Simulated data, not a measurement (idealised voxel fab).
This section sets out a process module, namely voxel gate over fins.
This is section cut - it's 235 nm across, gridded in 5 nm square cells.
The cross-sections in this document take the form of a grid made of square cells. They are written out as bands, in order from top to bottom. Each band consists of one or more rows of cells. Basically the band line says how high the top is and how high the bottom is, in nm, and then what's in it from left to right, every material with its width in nm. Empty space shows up as "air", and if a single material carries "full width" it runs the full band edge to edge. The reference from which all heights are counted is 0, the level beneath which the as-received wafer is entirely one material; the lowest band, having no lower bound, proceeds downward and is written after the example "0..down". You'd read "30 to 40" like this: the band's top row of cells is as wide as the first number, its bottom row is as wide as the second, and going down, every row changes width by the same amount as the row before did. "all unchanged" means the step left every cell of the cross-section as it was. The entry "Voids, enclosed" lists the empty spaces that cover at least 8 cells and have no open path to the top. Each is written as width x height at distance, where the distance is measured from the left edge and all three values are in nm. The remark found on a step's line after its settings is issued by the simulator itself and pertains to that step. What "overlay nm" on a step's line means: if the step has a mask, that mask lay this far to the right of its planned place, or, when the value is negative, to the left.
### This section lists the process steps that were planned
1 RECEIVE: material Si
2 CONFORMAL_DEP: material SiN, thk nm 10
3 MASKED_ETCH: tone cover, mask id FINS, width nm 15, pitch nm 50, etch materials SiN, depth nm 10, overlay nm 0
4 MASKED_ETCH: tone cover, mask id FINS, width nm 15, pitch nm 50, etch materials Si, depth nm 30, overlay nm 0
5 OXIDIZE: depth nm 5
6 FILL_DEP: material SiO2, thk nm 10
7 CMP: height nm 10
8 PATTERN: tone open, mask id RAIL, material resist, width nm 15, thk nm 15, overlay nm 0
9 DIRECTIONAL_ETCH: etch materials SiO2, depth nm 35
10 STRIP: etch materials resist
11 CONFORMAL_DEP: material TiN, thk nm 5
12 FILL_DEP: material W, thk nm 5
13 CMP: height nm 10
14 SELECTIVE_ETCH: etch materials W Ru TiN, depth nm 30
15 FILL_DEP: material SiO2, thk nm 5
16 CMP: height nm 10
17 SELECTIVE_ETCH: etch materials SiO2, depth nm 20
18 STRIP: etch materials SiN
19 CONFORMAL_DEP: material HfO2, thk nm 5
20 CONFORMAL_DEP: material TiN, thk nm 5
21 CONFORMAL_DEP: material TiAl, thk nm 5
22 CONFORMAL_DEP: material TiN, thk nm 5
23 FILL_DEP: material W, thk nm 10
24 CMP: height nm 25
25 CONFORMAL_DEP: material SiN, thk nm 5
Variable across wafers: step 25 thk nm (plan value is that of the first wafer; starting state common to all).
### As received, i.e. after step 1: cross-section through the first of several wafers
0..down: Si full width
Voids, enclosed: none
### Module end state after final step 25: cross-section of the first of several wafers
30..25: SiN full width
25..20: W full width
20..15: W=20, then TiN=45, then W=5, then TiN=45, then W=5, then TiN=45, then W=5, then TiN=45, then W=20
15..10: W=20, then TiN=5, then TiAl=35, then TiN=5, then W=5, then TiN=5, then TiAl=35, then TiN=5, then W=5, then TiN=5, then TiAl=35, then TiN=5, then W=5, then TiN=5, then TiAl=35, then TiN=5, then W=20
10..5: TiN=25, then TiAl=5, then TiN=25, then TiAl=5, then TiN=15, then TiAl=5, then TiN=25, then TiAl=5, then TiN=15, then TiAl=5, then TiN=25, then TiAl=5, then TiN=15, then TiAl=5, then TiN=25, then TiAl=5, then TiN=25
5..0: TiAl=30, then TiN=5, then HfO2=15, then TiN=5, then TiAl=25, then TiN=5, then HfO2=15, then TiN=5, then TiAl=25, then TiN=5, then HfO2=15, then TiN=5, then TiAl=25, then TiN=5, then HfO2=15, then TiN=5, then TiAl=30
0..-5: TiN=35, then HfO2=5, then Si=5, then HfO2=5, then TiN=35, then HfO2=5, then Si=5, then HfO2=5, then TiN=35, then HfO2=5, then Si=5, then HfO2=5, then TiN=35, then HfO2=5, then Si=5, then HfO2=5, then TiN=35
-5..-10: HfO2=40, then Si=5, then HfO2=45, then Si=5, then HfO2=45, then Si=5, then HfO2=45, then Si=5, then HfO2=40
-10..-20: SiO2=40, then Si=5, then SiO2=45, then Si=5, then SiO2=45, then Si=5, then SiO2=45, then Si=5, then SiO2=40
-20..-25: SiO2=40, then Si=5, then SiO2=15, then TiN=15, then SiO2=15, then Si=5, then SiO2=45, then Si=5, then SiO2=45, then Si=5, then SiO2=40
-25..-35: SiO2=40, then Si=5, then SiO2=45, then Si=5, then SiO2=45, then Si=5, then SiO2=45, then Si=5, then SiO2=40
-35..down: Si full width
Voids, enclosed: none
### At the end of the module, the last of several wafers in cross-section
45..25: SiN full width
25..20: W full width
20..15: W=20, then TiN=45, then W=5, then TiN=45, then W=5, then TiN=45, then W=5, then TiN=45, then W=20
15..10: W=20, then TiN=5, then TiAl=35, then TiN=5, then W=5, then TiN=5, then TiAl=35, then TiN=5, then W=5, then TiN=5, then TiAl=35, then TiN=5, then W=5, then TiN=5, then TiAl=35, then TiN=5, then W=20
10..5: TiN=25, then TiAl=5, then TiN=25, then TiAl=5, then TiN=15, then TiAl=5, then TiN=25, then TiAl=5, then TiN=15, then TiAl=5, then TiN=25, then TiAl=5, then TiN=15, then TiAl=5, then TiN=25, then TiAl=5, then TiN=25
5..0: TiAl=30, then TiN=5, then HfO2=15, then TiN=5, then TiAl=25, then TiN=5, then HfO2=15, then TiN=5, then TiAl=25, then TiN=5, then HfO2=15, then TiN=5, then TiAl=25, then TiN=5, then HfO2=15, then TiN=5, then TiAl=30
0..-5: TiN=35, then HfO2=5, then Si=5, then HfO2=5, then TiN=35, then HfO2=5, then Si=5, then HfO2=5, then TiN=35, then HfO2=5, then Si=5, then HfO2=5, then TiN=35, then HfO2=5, then Si=5, then HfO2=5, then TiN=35
-5..-10: HfO2=40, then Si=5, then HfO2=45, then Si=5, then HfO2=45, then Si=5, then HfO2=45, then Si=5, then HfO2=40
-10..-20: SiO2=40, then Si=5, then SiO2=45, then Si=5, then SiO2=45, then Si=5, then SiO2=45, then Si=5, then SiO2=40
-20..-25: SiO2=40, then Si=5, then SiO2=15, then TiN=15, then SiO2=15, then Si=5, then SiO2=45, then Si=5, then SiO2=45, then Si=5, then SiO2=40
-25..-35: SiO2=40, then Si=5, then SiO2=45, then Si=5, then SiO2=45, then Si=5, then SiO2=45, then Si=5, then SiO2=40
-35..down: Si full width
Voids, enclosed: none
### Per wafer (row), end of module: delta in cells per material since receipt, (+) for gained, (-) for lost; closed voids after that
thk nm 5; +63 HfO2; -301 Si; +47 SiN; +212 SiO2; +63 TiAl; +129 TiN; +69 W; Voids, enclosed: none
thk nm 10; +63 HfO2; -301 Si; +94 SiN; +212 SiO2; +63 TiAl; +129 TiN; +69 W; Voids, enclosed: none
thk nm 15; +63 HfO2; -301 Si; +141 SiN; +212 SiO2; +63 TiAl; +129 TiN; +69 W; Voids, enclosed: none
thk nm 20; +63 HfO2; -301 Si; +188 SiN; +212 SiO2; +63 TiAl; +129 TiN; +69 W; Voids, enclosed: none
